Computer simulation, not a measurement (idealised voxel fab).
The following is a process module called voxel capacitor over wiring.
Pictured: cross-section cut, 235 nm wide, on a grid of 5 nm square cells.
Just so we're on the same page, the cross-sections are grids of square cells, and they're listed out in bands top to bottom, each band one or more rows deep.
Heads up on the band format: heights come first, top then bottom, in nm. After that it's the materials left to right, each with its width in nm. A single material flagged "all across" fills the whole band edge to edge, and "air" means there's empty space there.
Basically, 0 is our baseline, since under it the wafer straight out of the box is all one material. The bottom band has no lower end and keeps on going down, so it looks like "top 0, no bottom".
When a width is written as two numbers, as in "30..40", the first number is the width in the top row of cells of the band and the second is the width in its bottom row, and the width changes by the same amount from each row to the next.
Basically "remains unaltered" means that step didn't change any cell in the cross-section.
Listed in "Listed closed voids": every empty space of 8 or more cells without an open way to the top. Form: width x height at distance, the distance being from the left edge, all in nm.
The remark found on a step's line after its settings is issued by the simulator itself and pertains to that step.
The "overlay nm" setting may appear on a step's line; for a step that uses a mask, it gives how far to the right of its planned position the mask lay, and a negative value indicates the left.

# Process steps - plan
1. RECEIVE | material Si
2. CONFORMAL_DEP | material SiO2 | thk nm 15
3. CONFORMAL_DEP | material SiCN | thk nm 5
4. DIRECTIONAL_DEP | material lowk | thk nm 20
5. DIRECTIONAL_DEP | material aC | thk nm 10
6. PATTERN | tone open | mask id METAL_1 | material resist | width nm 25 | pitch nm 85 | thk nm 25 | overlay nm 0
7. DIRECTIONAL_ETCH | etch materials aC | depth nm 10
8. STRIP | etch materials resist
9. DIRECTIONAL_ETCH | etch materials lowk | depth nm 20
10. DIRECTIONAL_ETCH | etch materials SiCN | depth nm 5
11. STRIP | etch materials aC
12. CONFORMAL_DEP | material TiN | thk nm 5
13. FILL_DEP | material Cu | thk nm 10
14. CMP | height nm 40
15. CONFORMAL_DEP | material SiCN | thk nm 5
16. DIRECTIONAL_DEP | material SiO2 | thk nm 15
17. PATTERN | tone open | mask id PLUG_1 | material resist | width nm 15 | thk nm 20 | overlay nm 0
18. DIRECTIONAL_ETCH | etch materials SiO2 | depth nm 15
19. DIRECTIONAL_ETCH | etch materials SiCN | depth nm 5
20. STRIP | etch materials resist
21. CONFORMAL_DEP | material TiN | thk nm 5
22. FILL_DEP | material Ru | thk nm 10
23. CMP | height nm 60
24. DIRECTIONAL_DEP | material TiN | thk nm 5
25. DIRECTIONAL_DEP | material HfO2 | thk nm 5
26. DIRECTIONAL_DEP | material TiN | thk nm 5
27. PATTERN | tone cover | mask id UPPER_PLATE | material resist | width nm 65 | thk nm 20 | overlay nm 0
28. DIRECTIONAL_ETCH | etch materials TiN | depth nm 5
29. DIRECTIONAL_ETCH | etch materials HfO2 | depth nm 5
30. STRIP | etch materials resist
31. MASKED_ETCH | tone cover | mask id LOWER_PLATE | width nm 75 | etch materials TiN | depth nm 5 | overlay nm 0
32. FILL_DEP | material SiO2 | thk nm 15
33. CMP | height nm 85
34. PATTERN | tone open | mask id PLUG_2 | material resist | width nm 15 | thk nm 20 | overlay nm 0
35. DIRECTIONAL_ETCH | etch materials SiO2 | depth nm 10
36. STRIP | etch materials resist
37. CONFORMAL_DEP | material TiN | thk nm 5
38. FILL_DEP | material W | thk nm 5
39. CMP | height nm 85
40. CONFORMAL_DEP | material SiN | thk nm 5

# Cross-section of the wafer upon arrival, representing the state reached after step 1
  top 0, no bottom | Si all across
  Listed closed voids: none

# Cross-section taken at module completion on the first of two wafers; processed per the plan
  top 90, bottom 85 | SiN all across
  top 85, bottom 80 | 80 nm SiO2, 5 nm TiN, 5 nm W, 5 nm TiN, 140 nm SiO2
  top 80, bottom 70 | 80..70 nm SiO2, 15..65 nm TiN, 140..100 nm SiO2
  top 70, bottom 65 | 70 nm SiO2, 65 nm HfO2, 100 nm SiO2
  top 65, bottom 60 | 65 nm SiO2, 75 nm TiN, 95 nm SiO2
  top 60, bottom 45 | 70 nm SiO2, 5 nm TiN, 5 nm Ru, 5 nm TiN, 150 nm SiO2
  top 45, bottom 40 | 70 nm SiCN, 15 nm TiN, 150 nm SiCN
  top 40, bottom 20 | 60 nm lowk, 5 nm TiN, 15 nm Cu, 5 nm TiN, 60 nm lowk, 5 nm TiN, 15 nm Cu, 5 nm TiN, 65 nm lowk
  top 20, bottom 15 | 60 nm SiCN, 25 nm TiN, 60 nm SiCN, 25 nm TiN, 65 nm SiCN
  top 15, bottom 0 | SiO2 all across
  top 0, no bottom | Si all across
  Listed closed voids: none

# Second of two wafers, module complete, sectioned: it shares the first wafer's start and plan but was run with one mistake
  top 90, bottom 85 | SiN all across
  top 85, bottom 80 | 80 nm SiO2, 5 nm TiN, 5 nm W, 5 nm TiN, 140 nm SiO2
  top 80, bottom 75 | 80 nm SiO2, 15 nm TiN, 140 nm SiO2
  top 75, bottom 70 | SiO2 all across
  top 70, bottom 65 | 70 nm SiO2, 65 nm TiN, 100 nm SiO2
  top 65, bottom 60 | 70 nm SiO2, 65 nm HfO2, 100 nm SiO2
  top 60, bottom 55 | 65 nm SiO2, 75 nm TiN, 95 nm SiO2
  top 55, bottom 45 | 70 nm SiO2, 5 nm TiN, 5 nm Ru, 5 nm TiN, 150 nm SiO2
  top 45, bottom 40 | 70 nm SiCN, 15 nm TiN, 150 nm SiCN
  top 40, bottom 20 | 60 nm lowk, 5 nm TiN, 15 nm Cu, 5 nm TiN, 60 nm lowk, 5 nm TiN, 15 nm Cu, 5 nm TiN, 65 nm lowk
  top 20, bottom 15 | 60 nm SiCN, 25 nm TiN, 60 nm SiCN, 25 nm TiN, 65 nm SiCN
  top 15, bottom 0 | SiO2 all across
  top 0, no bottom | Si all across
  Listed closed voids: none
Heads up, the wafer didn't run the way we planned it: step 23 did not use the planned setting and instead ran as CMP | height nm 55
Per the end-of-run cell counts, the second wafer holds more or fewer of some materials than the first: 1 fewer of Ru, 3 more of SiO2, 2 fewer of TiN
